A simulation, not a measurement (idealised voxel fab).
Module name: voxel transistor to metal (process module)
Cross-sectional view cut (width: 210 nm; square cell size: 5 nm).
Cross-sections here: square-cell grids, written as top-down lists of bands, a band being one or more rows of cells.
Quick guide to a band line: top height, bottom height (nm) up front; then every material left to right with its width in nm. Only one material and it's marked "throughout"? Then it fills the band edge to edge. And "blank" just means empty space.
A quick word on heights: they are counted from 0, and under that level the wafer as it came to us is one material throughout. The lowest band is different from the rest in having no bottom; it simply continues downward, written as in "z 0 and below".
Width: "30..40" (first number = top row, second number = bottom row, same change from row to row of cells).
For the purposes of this document, the phrase "nothing different" attached to a step denotes that no cell within the cross-section was modified by that step.
Fully closed voids: empty space of 8 cells or more with no open way to the top, each as width x height at its distance from the left edge, in nm
Heads up: the bit after the settings on a step's line is the simulator's remark on that step.
The setting "overlay nm" may be written on the line of a step. When the step uses a mask, the value reports how far to the right of the planned place the mask lay, and a negative value reports that it lay to the left.
**This section lists the process steps that were planned**
1,RECEIVE, material Si
2,OXIDIZE, depth nm 5
3,CONFORMAL_DEP, material SiN, thk nm 10
4,PATTERN, tone cover, mask id ACTIVE, material resist, width nm 110, thk nm 20, overlay nm 0
5,DIRECTIONAL_ETCH, etch materials SiN, depth nm 10
6,DIRECTIONAL_ETCH, etch materials SiO2, depth nm 5
7,DIRECTIONAL_ETCH, etch materials Si, depth nm 30
8,STRIP, etch materials resist
9,OXIDIZE, depth nm 5
10,FILL_DEP, material SiO2, thk nm 10
11,CMP, height nm 10
12,SELECTIVE_ETCH, etch materials SiO2, depth nm 5
13,STRIP, etch materials SiN
14,SELECTIVE_ETCH, etch materials SiO2, depth nm 5
15,OXIDIZE, depth nm 5
16,DIRECTIONAL_DEP, material polySi, thk nm 20
17,DIRECTIONAL_DEP, material SiCN, thk nm 10
18,MASKED_ETCH, tone cover, mask id GATE, width nm 30, etch materials SiCN, depth nm 20, overlay nm 0
19,MASKED_ETCH, tone cover, mask id GATE, width nm 30, etch materials polySi, depth nm 30, overlay nm 0
20,CONFORMAL_DEP, material SiN, thk nm 5
21,DIRECTIONAL_ETCH, etch materials SiN, depth nm 5
22,DIRECTIONAL_ETCH, etch materials SiO2, depth nm 5
23,DIRECTIONAL_ETCH, etch materials Si, depth nm 15
24,EPI, material pSi, thk nm 20
25,FILL_DEP, material SiO2, thk nm 10
26,CMP, height nm 15
27,STRIP, etch materials polySi
28,SELECTIVE_ETCH, etch materials SiO2, depth nm 5
29,CONFORMAL_DEP, material HfO2, thk nm 5
30,CONFORMAL_DEP, material TiN, thk nm 5
31,FILL_DEP, material W, thk nm 10
32,CMP, height nm 10
33,DIRECTIONAL_DEP, material SiO2, thk nm 15
34,MASKED_ETCH, tone open, mask id CONTACT, width nm 15, pitch nm 75, etch materials SiO2, depth nm 30, overlay nm 0
35,CONFORMAL_DEP, material TiN, thk nm 5
36,FILL_DEP, material Ru, thk nm 5
37,CMP, height nm 25
38,DIRECTIONAL_DEP, material TiN, thk nm 5
39,DIRECTIONAL_DEP, material Ru, thk nm 20
40,DIRECTIONAL_DEP, material aC, thk nm 15
41,PATTERN, tone cover, mask id METAL_1, material resist, width nm 15, pitch nm 75, thk nm 35, overlay nm 0
42,DIRECTIONAL_ETCH, etch materials aC, depth nm 15
43,STRIP, etch materials resist
44,DIRECTIONAL_ETCH, etch materials Ru, depth nm 20
45,DIRECTIONAL_ETCH, etch materials TiN, depth nm 5
46,STRIP, etch materials aC
47,FILL_DEP, material lowk, thk nm 5
48,CMP, height nm 50
49,CONFORMAL_DEP, material SiN, thk nm 5
**The first wafer of two, processed as planned**
**Wafer cross-section on receipt, i.e. after step 1**
	z 0 and below = Si throughout
	Fully closed voids: none
**State of the wafer after step 2, shown in cross-section**
	z 0 to -5 = SiO2 throughout
	Beneath the level -5, the cross-section is identical to its previous state.
**State of the wafer after step 3, shown in cross-section**
	z 10 to 0 = SiN throughout
	Beneath the level 0, the cross-section is identical to its previous state.
**State of the wafer after step 4, shown in cross-section**
	z 30 to 10 = 50 nm blank  110 nm resist  50 nm blank
	Beneath the level 10, the cross-section is identical to its previous state.
**State of the wafer after step 5, shown in cross-section**
	z 30 to 10 = 50 nm blank  110 nm resist  50 nm blank
	z 10 to 0 = 50 nm blank  110 nm SiN  50 nm blank
	Beneath the level 0, the cross-section is identical to its previous state.
**State of the wafer after step 6, shown in cross-section**
	z 30 to 10 = 50 nm blank  110 nm resist  50 nm blank
	z 10 to 0 = 50 nm blank  110 nm SiN  50 nm blank
	z 0 to -5 = 50 nm blank  110 nm SiO2  50 nm blank
	Beneath the level -5, the cross-section is identical to its previous state.
**State of the wafer after step 7, shown in cross-section**
	z 30 to 10 = 50 nm blank  110 nm resist  50 nm blank
	z 10 to 0 = 50 nm blank  110 nm SiN  50 nm blank
	z 0 to -5 = 50 nm blank  110 nm SiO2  50 nm blank
	z -5 to -35 = 50 nm blank  110 nm Si  50 nm blank
	Beneath the level -35, the cross-section is identical to its previous state.
**State of the wafer after step 8, shown in cross-section**
	z 10 to 0 = 50 nm blank  110 nm SiN  50 nm blank
	Beneath the level 0, the cross-section is identical to its previous state.
**State of the wafer after step 9, shown in cross-section**
	z 10 to 0 = 50 nm blank  110 nm SiN  50 nm blank
	z 0 to -5 = 50 nm blank  110 nm SiO2  50 nm blank
	z -5 to -35 = 50 nm blank  5 nm SiO2  100 nm Si  5 nm SiO2  50 nm blank
	z -35 to -40 = 55 nm SiO2  100 nm Si  55 nm SiO2
	Beneath the level -40, the cross-section is identical to its previous state.
**State of the wafer after step 10, shown in cross-section**
	z 20 to 10 = SiO2 throughout
	z 10 to 0 = 50 nm SiO2  110 nm SiN  50 nm SiO2
	z 0 to -5 = SiO2 throughout
	z -5 to -40 = 55 nm SiO2  100 nm Si  55 nm SiO2
	Beneath the level -40, the cross-section is identical to its previous state.
**State of the wafer after step 11, shown in cross-section**
	z 10 to 0 = 50 nm SiO2  110 nm SiN  50 nm SiO2
	Beneath the level 0, the cross-section is identical to its previous state.
**State of the wafer after step 12, shown in cross-section**
	z 10 to 5 = 50 nm blank  110 nm SiN  50 nm blank
	Beneath the level 5, the cross-section is identical to its previous state.
**State of the wafer after step 13, shown in cross-section**
	z 5 to 0 = 50 nm SiO2  110 nm blank  50 nm SiO2
	Beneath the level 0, the cross-section is identical to its previous state.
**State of the wafer after step 14, shown in cross-section**
	z 0 to -5 = 45 nm SiO2  120 nm blank  45 nm SiO2
	Beneath the level -5, the cross-section is identical to its previous state.
**State of the wafer after step 15, shown in cross-section**
	z 0 to -5 = 45 nm SiO2  120 nm blank  45 nm SiO2
	z -5 to -10 = SiO2 throughout
	Beneath the level -10, the cross-section is identical to its previous state.
**State of the wafer after step 16, shown in cross-section**
	z 20 to 15 = 45 nm polySi  120 nm blank  45 nm polySi
	z 15 to 0 = polySi throughout
	z 0 to -5 = 45 nm SiO2  120 nm polySi  45 nm SiO2
	Beneath the level -5, the cross-section is identical to its previous state.
**State of the wafer after step 17, shown in cross-section**
	z 30 to 25 = 45 nm SiCN  120 nm blank  45 nm SiCN
	z 25 to 20 = SiCN throughout
	z 20 to 15 = 45 nm polySi  120 nm SiCN  45 nm polySi
	Beneath the level 15, the cross-section is identical to its previous state.
**State of the wafer after step 18, shown in cross-section**
	z 25 to 20 = 90 nm blank  30 nm SiCN  90 nm blank
	z 20 to 15 = 45 nm polySi  45 nm blank  30 nm SiCN  45 nm blank  45 nm polySi
	Beneath the level 15, the cross-section is identical to its previous state.
**State of the wafer after step 19, shown in cross-section**
	z 25 to 15 = 90 nm blank  30 nm SiCN  90 nm blank
	z 15 to 0 = 90 nm blank  30 nm polySi  90 nm blank
	z 0 to -5 = 45 nm SiO2  45 nm blank  30 nm polySi  45 nm blank  45 nm SiO2
	Beneath the level -5, the cross-section is identical to its previous state.
**State of the wafer after step 20, shown in cross-section**
	z 30 to 25 = 85 nm blank  40 nm SiN  85 nm blank
	z 25 to 15 = 85 nm blank  5 nm SiN  30 nm SiCN  5 nm SiN  85 nm blank
	z 15 to 5 = 85 nm blank  5 nm SiN  30 nm polySi  5 nm SiN  85 nm blank
	z 5 to 0 = 50 nm SiN  35 nm blank  5 nm SiN  30 nm polySi  5 nm SiN  35 nm blank  50 nm SiN
	z 0 to -5 = 45 nm SiO2  45 nm SiN  30 nm polySi  45 nm SiN  45 nm SiO2
	Beneath the level -5, the cross-section is identical to its previous state.
**State of the wafer after step 21, shown in cross-section**
	z 25 to 15 = 85 nm blank  5 nm SiN  30 nm SiCN  5 nm SiN  85 nm blank
	z 15 to 0 = 85 nm blank  5 nm SiN  30 nm polySi  5 nm SiN  85 nm blank
	z 0 to -5 = 45 nm SiO2  5 nm SiN  35 nm blank  5 nm SiN  30 nm polySi  5 nm SiN  35 nm blank  5 nm SiN  45 nm SiO2
	Beneath the level -5, the cross-section is identical to its previous state.
**State of the wafer after step 22, shown in cross-section**
	z 25 to 15 = 85 nm blank  5 nm SiN  30 nm SiCN  5 nm SiN  85 nm blank
	z 15 to 0 = 85 nm blank  5 nm SiN  30 nm polySi  5 nm SiN  85 nm blank
	z 0 to -5 = 45 nm blank  5 nm SiN  35 nm blank  5 nm SiN  30 nm polySi  5 nm SiN  35 nm blank  5 nm SiN  45 nm blank
	z -5 to -10 = 50 nm SiO2  35 nm blank  40 nm SiO2  35 nm blank  50 nm SiO2
	Beneath the level -10, the cross-section is identical to its previous state.
**State of the wafer after step 23, shown in cross-section**
	z 25 to 15 = 85 nm blank  5 nm SiN  30 nm SiCN  5 nm SiN  85 nm blank
	z 15 to 0 = 85 nm blank  5 nm SiN  30 nm polySi  5 nm SiN  85 nm blank
	z 0 to -5 = 45 nm blank  5 nm SiN  35 nm blank  5 nm SiN  30 nm polySi  5 nm SiN  35 nm blank  5 nm SiN  45 nm blank
	z -5 to -10 = 50 nm SiO2  35 nm blank  40 nm SiO2  35 nm blank  50 nm SiO2
	z -10 to -25 = 55 nm SiO2  30 nm blank  40 nm Si  30 nm blank  55 nm SiO2
	Beneath the level -25, the cross-section is identical to its previous state.
**State of the wafer after step 24, shown in cross-section**
	z 25 to 15 = 85 nm blank  5 nm SiN  30 nm SiCN  5 nm SiN  85 nm blank
	z 15 to 10 = 85 nm blank  5 nm SiN  30 nm polySi  5 nm SiN  85 nm blank
	z 10 to 0 = 65 nm blank  20 nm pSi  5 nm SiN  30 nm polySi  5 nm SiN  20 nm pSi  65 nm blank
	z 0 to -5 = 45 nm blank  5 nm SiN  15 nm blank  20 nm pSi  5 nm SiN  30 nm polySi  5 nm SiN  20 nm pSi  15 nm blank  5 nm SiN  45 nm blank
	z -5 to -10 = 50 nm SiO2  35 nm pSi  40 nm SiO2  35 nm pSi  50 nm SiO2
	z -10 to -25 = 55 nm SiO2  30 nm pSi  40 nm Si  30 nm pSi  55 nm SiO2
	Beneath the level -25, the cross-section is identical to its previous state.
**State of the wafer after step 25, shown in cross-section**
	z 35 to 25 = SiO2 throughout
	z 25 to 15 = 85 nm SiO2  5 nm SiN  30 nm SiCN  5 nm SiN  85 nm SiO2
	z 15 to 10 = 85 nm SiO2  5 nm SiN  30 nm polySi  5 nm SiN  85 nm SiO2
	z 10 to 0 = 65 nm SiO2  20 nm pSi  5 nm SiN  30 nm polySi  5 nm SiN  20 nm pSi  65 nm SiO2
	z 0 to -5 = 45 nm SiO2  5 nm SiN  15 nm SiO2  20 nm pSi  5 nm SiN  30 nm polySi  5 nm SiN  20 nm pSi  15 nm SiO2  5 nm SiN  45 nm SiO2
	Beneath the level -5, the cross-section is identical to its previous state.
**State of the wafer after step 26, shown in cross-section**
	z 15 to 10 = 85 nm SiO2  5 nm SiN  30 nm polySi  5 nm SiN  85 nm SiO2
	Beneath the level 10, the cross-section is identical to its previous state.
**State of the wafer after step 27, shown in cross-section**
	z 15 to 10 = 85 nm SiO2  5 nm SiN  30 nm blank  5 nm SiN  85 nm SiO2
	z 10 to 0 = 65 nm SiO2  20 nm pSi  5 nm SiN  30 nm blank  5 nm SiN  20 nm pSi  65 nm SiO2
	z 0 to -5 = 45 nm SiO2  5 nm SiN  15 nm SiO2  20 nm pSi  5 nm SiN  30 nm blank  5 nm SiN  20 nm pSi  15 nm SiO2  5 nm SiN  45 nm SiO2
	Beneath the level -5, the cross-section is identical to its previous state.
**State of the wafer after step 28, shown in cross-section**
	z 15 to 10 = 85 nm blank  5 nm SiN  30 nm blank  5 nm SiN  85 nm blank
	z 10 to 0 = 65 nm SiO2  20 nm pSi  5 nm SiN  30 nm blank  5 nm SiN  20 nm pSi  65 nm SiO2
	z 0 to -5 = 45 nm SiO2  5 nm SiN  15 nm SiO2  20 nm pSi  5 nm SiN  30 nm blank  5 nm SiN  20 nm pSi  15 nm SiO2  5 nm SiN  45 nm SiO2
	z -5 to -10 = 50 nm SiO2  35 nm pSi  40 nm blank  35 nm pSi  50 nm SiO2
	Beneath the level -10, the cross-section is identical to its previous state.
**State of the wafer after step 29, shown in cross-section**
	z 20 to 15 = 80 nm blank  15 nm HfO2  20 nm blank  15 nm HfO2  80 nm blank
	z 15 to 10 = 85 nm HfO2  5 nm SiN  5 nm HfO2  20 nm blank  5 nm HfO2  5 nm SiN  85 nm HfO2
	z 10 to 0 = 65 nm SiO2  20 nm pSi  5 nm SiN  5 nm HfO2  20 nm blank  5 nm HfO2  5 nm SiN  20 nm pSi  65 nm SiO2
	z 0 to -5 = 45 nm SiO2  5 nm SiN  15 nm SiO2  20 nm pSi  5 nm SiN  5 nm HfO2  20 nm blank  5 nm HfO2  5 nm SiN  20 nm pSi  15 nm SiO2  5 nm SiN  45 nm SiO2
	z -5 to -10 = 50 nm SiO2  35 nm pSi  40 nm HfO2  35 nm pSi  50 nm SiO2
	Beneath the level -10, the cross-section is identical to its previous state.
**State of the wafer after step 30, shown in cross-section**
	z 25 to 20 = 75 nm blank  25 nm TiN  10 nm blank  25 nm TiN  75 nm blank
	z 20 to 15 = 80 nm TiN  15 nm HfO2  5 nm TiN  10 nm blank  5 nm TiN  15 nm HfO2  80 nm TiN
	z 15 to 10 = 85 nm HfO2  5 nm SiN  5 nm HfO2  5 nm TiN  10 nm blank  5 nm TiN  5 nm HfO2  5 nm SiN  85 nm HfO2
	z 10 to 0 = 65 nm SiO2  20 nm pSi  5 nm SiN  5 nm HfO2  5 nm TiN  10 nm blank  5 nm TiN  5 nm HfO2  5 nm SiN  20 nm pSi  65 nm SiO2
	z 0 to -5 = 45 nm SiO2  5 nm SiN  15 nm SiO2  20 nm pSi  5 nm SiN  5 nm HfO2  20 nm TiN  5 nm HfO2  5 nm SiN  20 nm pSi  15 nm SiO2  5 nm SiN  45 nm SiO2
	Beneath the level -5, the cross-section is identical to its previous state.
**State of the wafer after step 31, shown in cross-section**
	z 35 to 25 = W throughout
	z 25 to 20 = 75 nm W  25 nm TiN  10 nm W  25 nm TiN  75 nm W
	z 20 to 15 = 80 nm TiN  15 nm HfO2  5 nm TiN  10 nm W  5 nm TiN  15 nm HfO2  80 nm TiN
	z 15 to 10 = 85 nm HfO2  5 nm SiN  5 nm HfO2  5 nm TiN  10 nm W  5 nm TiN  5 nm HfO2  5 nm SiN  85 nm HfO2
	z 10 to 0 = 65 nm SiO2  20 nm pSi  5 nm SiN  5 nm HfO2  5 nm TiN  10 nm W  5 nm TiN  5 nm HfO2  5 nm SiN  20 nm pSi  65 nm SiO2
	Beneath the level 0, the cross-section is identical to its previous state.
**State of the wafer after step 32, shown in cross-section**
	z 10 to 0 = 65 nm SiO2  20 nm pSi  5 nm SiN  5 nm HfO2  5 nm TiN  10 nm W  5 nm TiN  5 nm HfO2  5 nm SiN  20 nm pSi  65 nm SiO2
	Beneath the level 0, the cross-section is identical to its previous state.
**State of the wafer after step 33, shown in cross-section**
	z 25 to 10 = SiO2 throughout
	Beneath the level 10, the cross-section is identical to its previous state.
**State of the wafer after step 34, shown in cross-section**
	z 25 to 10 = 60 nm SiO2  15 nm blank  60 nm SiO2  15 nm blank  60 nm SiO2
	z 10 to 0 = 60 nm SiO2  5 nm blank  20 nm pSi  5 nm SiN  5 nm HfO2  5 nm TiN  10 nm W  5 nm TiN  5 nm HfO2  5 nm SiN  20 nm pSi  5 nm blank  60 nm SiO2
	z 0 to -5 = 45 nm SiO2  5 nm SiN  10 nm SiO2  5 nm blank  20 nm pSi  5 nm SiN  5 nm HfO2  20 nm TiN  5 nm HfO2  5 nm SiN  20 nm pSi  5 nm blank  10 nm SiO2  5 nm SiN  45 nm SiO2
	Beneath the level -5, the cross-section is identical to its previous state.
**State of the wafer after step 35, shown in cross-section**
	z 30 to 25 = 65 nm TiN  5 nm blank  70 nm TiN  5 nm blank  65 nm TiN
	z 25 to 15 = 60 nm SiO2  5 nm TiN  5 nm blank  5 nm TiN  60 nm SiO2  5 nm TiN  5 nm blank  5 nm TiN  60 nm SiO2
	z 15 to 10 = 60 nm SiO2  15 nm TiN  60 nm SiO2  15 nm TiN  60 nm SiO2
	z 10 to 0 = 60 nm SiO2  5 nm TiN  20 nm pSi  5 nm SiN  5 nm HfO2  5 nm TiN  10 nm W  5 nm TiN  5 nm HfO2  5 nm SiN  20 nm pSi  5 nm TiN  60 nm SiO2
	z 0 to -5 = 45 nm SiO2  5 nm SiN  10 nm SiO2  5 nm TiN  20 nm pSi  5 nm SiN  5 nm HfO2  20 nm TiN  5 nm HfO2  5 nm SiN  20 nm pSi  5 nm TiN  10 nm SiO2  5 nm SiN  45 nm SiO2
	Beneath the level -5, the cross-section is identical to its previous state.
**State of the wafer after step 36, shown in cross-section**
	z 35 to 30 = Ru throughout
	z 30 to 25 = 65 nm TiN  5 nm Ru  70 nm TiN  5 nm Ru  65 nm TiN
	z 25 to 15 = 60 nm SiO2  5 nm TiN  5 nm Ru  5 nm TiN  60 nm SiO2  5 nm TiN  5 nm Ru  5 nm TiN  60 nm SiO2
	Beneath the level 15, the cross-section is identical to its previous state.
**State of the wafer after step 37, shown in cross-section**
	z 25 to 15 = 60 nm SiO2  5 nm TiN  5 nm Ru  5 nm TiN  60 nm SiO2  5 nm TiN  5 nm Ru  5 nm TiN  60 nm SiO2
	Beneath the level 15, the cross-section is identical to its previous state.
**State of the wafer after step 38, shown in cross-section**
	z 30 to 25 = TiN throughout
	Beneath the level 25, the cross-section is identical to its previous state.
**State of the wafer after step 39, shown in cross-section**
	z 50 to 30 = Ru throughout
	Beneath the level 30, the cross-section is identical to its previous state.
**State of the wafer after step 40, shown in cross-section**
	z 65 to 50 = aC throughout
	Beneath the level 50, the cross-section is identical to its previous state.
**State of the wafer after step 41, shown in cross-section**
	z 100 to 65 = 60 nm blank  15 nm resist  60 nm blank  15 nm resist  60 nm blank
	Beneath the level 65, the cross-section is identical to its previous state.
**State of the wafer after step 42, shown in cross-section**
	z 85 to 65 = 60 nm blank  15 nm resist  60 nm blank  15 nm resist  60 nm blank
	z 65 to 50 = 60 nm blank  15 nm aC  60 nm blank  15 nm aC  60 nm blank
	Beneath the level 50, the cross-section is identical to its previous state.
**State of the wafer after step 43, shown in cross-section**
	z 65 to 50 = 60 nm blank  15 nm aC  60 nm blank  15 nm aC  60 nm blank
	Beneath the level 50, the cross-section is identical to its previous state.
**State of the wafer after step 44, shown in cross-section**
	z 65 to 50 = 60 nm blank  15 nm aC  60 nm blank  15 nm aC  60 nm blank
	z 50 to 30 = 60 nm blank  15 nm Ru  60 nm blank  15 nm Ru  60 nm blank
	Beneath the level 30, the cross-section is identical to its previous state.
**State of the wafer after step 45, shown in cross-section**
	z 65 to 50 = 60 nm blank  15 nm aC  60 nm blank  15 nm aC  60 nm blank
	z 50 to 30 = 60 nm blank  15 nm Ru  60 nm blank  15 nm Ru  60 nm blank
	z 30 to 25 = 60 nm blank  15 nm TiN  60 nm blank  15 nm TiN  60 nm blank
	Beneath the level 25, the cross-section is identical to its previous state.
**State of the wafer after step 46, shown in cross-section**
	z 50 to 30 = 60 nm blank  15 nm Ru  60 nm blank  15 nm Ru  60 nm blank
	Beneath the level 30, the cross-section is identical to its previous state.
**State of the wafer after step 47, shown in cross-section**
	z 55 to 50 = lowk throughout
	z 50 to 30 = 60 nm lowk  15 nm Ru  60 nm lowk  15 nm Ru  60 nm lowk
	z 30 to 25 = 60 nm lowk  15 nm TiN  60 nm lowk  15 nm TiN  60 nm lowk
	Beneath the level 25, the cross-section is identical to its previous state.
**State of the wafer after step 48, shown in cross-section**
	z 50 to 30 = 60 nm lowk  15 nm Ru  60 nm lowk  15 nm Ru  60 nm lowk
	Beneath the level 30, the cross-section is identical to its previous state.
**State of the wafer after step 49, shown in cross-section**
	z 55 to 50 = SiN throughout
	Beneath the level 50, the cross-section is identical to its previous state.
**It is to be noted that the second wafer proceeded from the same initial state and according to the same plan as the first, although one mistake was committed in its execution; through step 40, inclusive, the two wafers share an identical history**
**Second wafer profile in section, at the moment step 41 of the plan was meant to be complete**
	z 100 to 65 = 60 nm resist  15 nm blank  60 nm resist  15 nm blank  60 nm resist
	Beneath the level 65, the cross-section is identical to its previous state.
**Second wafer profile in section, at the moment step 42 of the plan was meant to be complete**
	z 85 to 65 = 60 nm resist  15 nm blank  60 nm resist  15 nm blank  60 nm resist
	z 65 to 50 = 60 nm aC  15 nm blank  60 nm aC  15 nm blank  60 nm aC
	Beneath the level 50, the cross-section is identical to its previous state.
**Second wafer profile in section, at the moment step 43 of the plan was meant to be complete**
	z 65 to 50 = 60 nm aC  15 nm blank  60 nm aC  15 nm blank  60 nm aC
	Beneath the level 50, the cross-section is identical to its previous state.
**Second wafer profile in section, at the moment step 44 of the plan was meant to be complete**
	z 65 to 50 = 60 nm aC  15 nm blank  60 nm aC  15 nm blank  60 nm aC
	z 50 to 30 = 60 nm Ru  15 nm blank  60 nm Ru  15 nm blank  60 nm Ru
	Beneath the level 30, the cross-section is identical to its previous state.
**Second wafer profile in section, at the moment step 45 of the plan was meant to be complete**
	z 65 to 50 = 60 nm aC  15 nm blank  60 nm aC  15 nm blank  60 nm aC
	z 50 to 30 = 60 nm Ru  15 nm blank  60 nm Ru  15 nm blank  60 nm Ru
	z 30 to 25 = 60 nm TiN  15 nm blank  60 nm TiN  15 nm blank  60 nm TiN
	Beneath the level 25, the cross-section is identical to its previous state.
**Second wafer profile in section, at the moment step 46 of the plan was meant to be complete**
	z 50 to 30 = 60 nm Ru  15 nm blank  60 nm Ru  15 nm blank  60 nm Ru
	Beneath the level 30, the cross-section is identical to its previous state.
**Second wafer profile in section, at the moment step 47 of the plan was meant to be complete**
	z 55 to 50 = lowk throughout
	z 50 to 30 = 60 nm Ru  15 nm lowk  60 nm Ru  15 nm lowk  60 nm Ru
	z 30 to 25 = 60 nm TiN  15 nm lowk  60 nm TiN  15 nm lowk  60 nm TiN
	Beneath the level 25, the cross-section is identical to its previous state.
**Second wafer profile in section, at the moment step 48 of the plan was meant to be complete**
	z 50 to 30 = 60 nm Ru  15 nm lowk  60 nm Ru  15 nm lowk  60 nm Ru
	Beneath the level 30, the cross-section is identical to its previous state.
**Second wafer profile in section, at the moment step 49 of the plan was meant to be complete**
	z 55 to 50 = SiN throughout
	Beneath the level 50, the cross-section is identical to its previous state.
It is concluded that the wafer was processed incorrectly with respect to the plan, in that step 41 changed vs plan, executed as PATTERN, tone open, mask id METAL_1, material resist, width nm 15, pitch nm 75, thk nm 35, overlay nm 0
at the end the second wafer has, in cells: 120 more of Ru; 30 more of TiN; 150 fewer of lowk
